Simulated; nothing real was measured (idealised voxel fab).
process module | voxel wiring stack
cross-section cut | 240 nm wide | cells 5 nm
A cross-section is a grid of square cells, given in bands from the top down. A band is one or more rows of cells.
Each band's line starts with the height of the band's top and of its bottom, in nm. Then come its materials from left to right, each with its width in nm. One material with "throughout" fills the band from edge to edge. "air" is empty space.
Height 0 is the level under which the wafer as received is all one material. The lowest band goes on downwards, as in "0 down".
A width such as "30 to 40" changes by the same amount from each row of cells to the next, from the band's top row to its bottom row.
"no change" after a step means that no cell of the cross-section changed.
closed voids: empty space of 8 cells or more with no open way to the top, each as width x height at its distance from the left edge, in nm
after a step's settings: what the simulator itself notes on the step
overlay nm, on a step with a mask: how far to the right of its planned place the mask lay; to the left if negative
plan
1 op RECEIVE | material Si
2 op CONFORMAL_DEP | material SiO2 | thk nm 15
3 op CONFORMAL_DEP | material SiN | thk nm 5
4 op DIRECTIONAL_DEP | material lowk | thk nm 20
5 op MASKED_ETCH | tone open | mask id METAL_1 | width nm 30 | pitch nm 50 | etch materials lowk | depth nm 20 | overlay nm 0
6 op MASKED_ETCH | tone open | mask id METAL_1 | width nm 30 | pitch nm 50 | etch materials SiN | depth nm 5 | overlay nm 0
7 op CONFORMAL_DEP | material TiN | thk nm 5
8 op FILL_DEP | material Cu | thk nm 5
9 op CMP | height nm 40
10 op CONFORMAL_DEP | material SiCN | thk nm 5
11 op DIRECTIONAL_DEP | material SiO2 | thk nm 35
12 op DIRECTIONAL_DEP | material aC | thk nm 15
13 op PATTERN | tone open | mask id METAL_2 | material resist | width nm 30 | pitch nm 50 | thk nm 35 | overlay nm 0
14 op DIRECTIONAL_ETCH | etch materials aC | depth nm 15
15 op STRIP | etch materials resist
16 op DIRECTIONAL_ETCH | etch materials SiO2 | depth nm 20
17 op STRIP | etch materials aC
18 op MASKED_ETCH | tone open | mask id METAL_2_HOLES | width nm 15 | pitch nm 50 | etch materials SiO2 | depth nm 15 | overlay nm 0
19 op MASKED_ETCH | tone open | mask id METAL_2_HOLES | width nm 15 | pitch nm 50 | etch materials SiCN | depth nm 5 | overlay nm 0
20 op CONFORMAL_DEP | material TiN | thk nm 5
21 op FILL_DEP | material Cu | thk nm 10
22 op CMP | height nm 80
23 op CONFORMAL_DEP | material SiCN | thk nm 5
24 op DIRECTIONAL_DEP | material SiO2 | thk nm 30
25 op DIRECTIONAL_DEP | material aC | thk nm 15
26 op PATTERN | tone open | mask id METAL_3_HOLES | material resist | width nm 15 | thk nm 30 | overlay nm 0
27 op DIRECTIONAL_ETCH | etch materials aC | depth nm 15
28 op STRIP | etch materials resist
29 op DIRECTIONAL_ETCH | etch materials SiO2 | depth nm 30
30 op STRIP | etch materials aC
31 op DIRECTIONAL_DEP | material aC | thk nm 10
32 op PATTERN | tone open | mask id METAL_3 | material resist | width nm 30 | pitch nm 50 | thk nm 25 | overlay nm 0
33 op DIRECTIONAL_ETCH | etch materials aC | depth nm 10
34 op STRIP | etch materials resist
35 op DIRECTIONAL_ETCH | etch materials SiO2 | depth nm 15
36 op DIRECTIONAL_ETCH | etch materials SiCN | depth nm 5
37 op STRIP | etch materials aC
38 op CONFORMAL_DEP | material TiN | thk nm 5
39 op FILL_DEP | material Cu | thk nm 10
40 op CMP | height nm 115
41 op CONFORMAL_DEP | material SiCN | thk nm 5
as received, after step 1
  0 down: Si throughout
  closed voids: none
first wafer at the end, as planned
  120 to 115: SiCN throughout
  115 to 105: SiO2 80 | TiN 5 | Cu 20 | TiN 5 | SiO2 20 | TiN 5 | Cu 20 | TiN 5 | SiO2 80
  105 to 100: SiO2 80 | TiN 5 | Cu 5 | TiN 20 | SiO2 20 | TiN 30 | SiO2 80
  100 to 85: SiO2 80 | TiN 5 | Cu 5 | TiN 5 | SiO2 145
  85 to 80: SiCN 80 | TiN 15 | SiCN 145
  80 to 65: SiO2 80 | TiN 5 | Cu 20 | TiN 5 | SiO2 20 | TiN 5 | Cu 20 | TiN 5 | SiO2 80
  65 to 60: SiO2 80 | TiN 5 | Cu 5 | TiN 20 | SiO2 20 | TiN 5 | Cu 5 | TiN 20 | SiO2 80
  60 to 45: SiO2 80 | TiN 5 | Cu 5 | TiN 5 | SiO2 35 | TiN 5 | Cu 5 | TiN 5 | SiO2 95
  45 to 40: SiCN 80 | TiN 15 | SiCN 35 | TiN 15 | SiCN 95
  40 to 20: lowk 80 | TiN 5 | Cu 20 | TiN 5 | lowk 20 | TiN 5 | Cu 20 | TiN 5 | lowk 80
  20 to 15: SiN 80 | TiN 30 | SiN 20 | TiN 30 | SiN 80
  15 to 0: SiO2 throughout
  0 down: Si throughout
  closed voids: none
second wafer at the end: like start, like plan, one mistake
  120 to 115: SiCN throughout
  115 to 105: SiO2 80 | TiN 5 | Cu 20 | TiN 5 | SiO2 20 | TiN 5 | Cu 20 | TiN 5 | SiO2 80
  105 to 100: SiO2 80 | TiN 5 | Cu 5 | TiN 20 | SiO2 20 | TiN 30 | SiO2 80
  100 to 85: SiO2 80 | TiN 5 | Cu 5 | TiN 5 | SiO2 145
  85 to 80: SiCN 80 | TiN 15 | SiCN 145
  80 to 75: SiCN 80 | TiN 15 | SiCN 35 | TiN 15 | SiCN 95
  75 to 40: SiO2 throughout
  40 to 20: lowk 80 | TiN 5 | Cu 20 | TiN 5 | lowk 20 | TiN 5 | Cu 20 | TiN 5 | lowk 80
  20 to 15: SiN 80 | TiN 30 | SiN 20 | TiN 30 | SiN 80
  15 to 0: SiO2 throughout
  0 down: Si throughout
  closed voids: none
what went wrong: steps 10 and 11 were swapped
at the end the second wafer has, in cells: 32 fewer of Cu | 66 more of SiO2 | 34 fewer of TiN
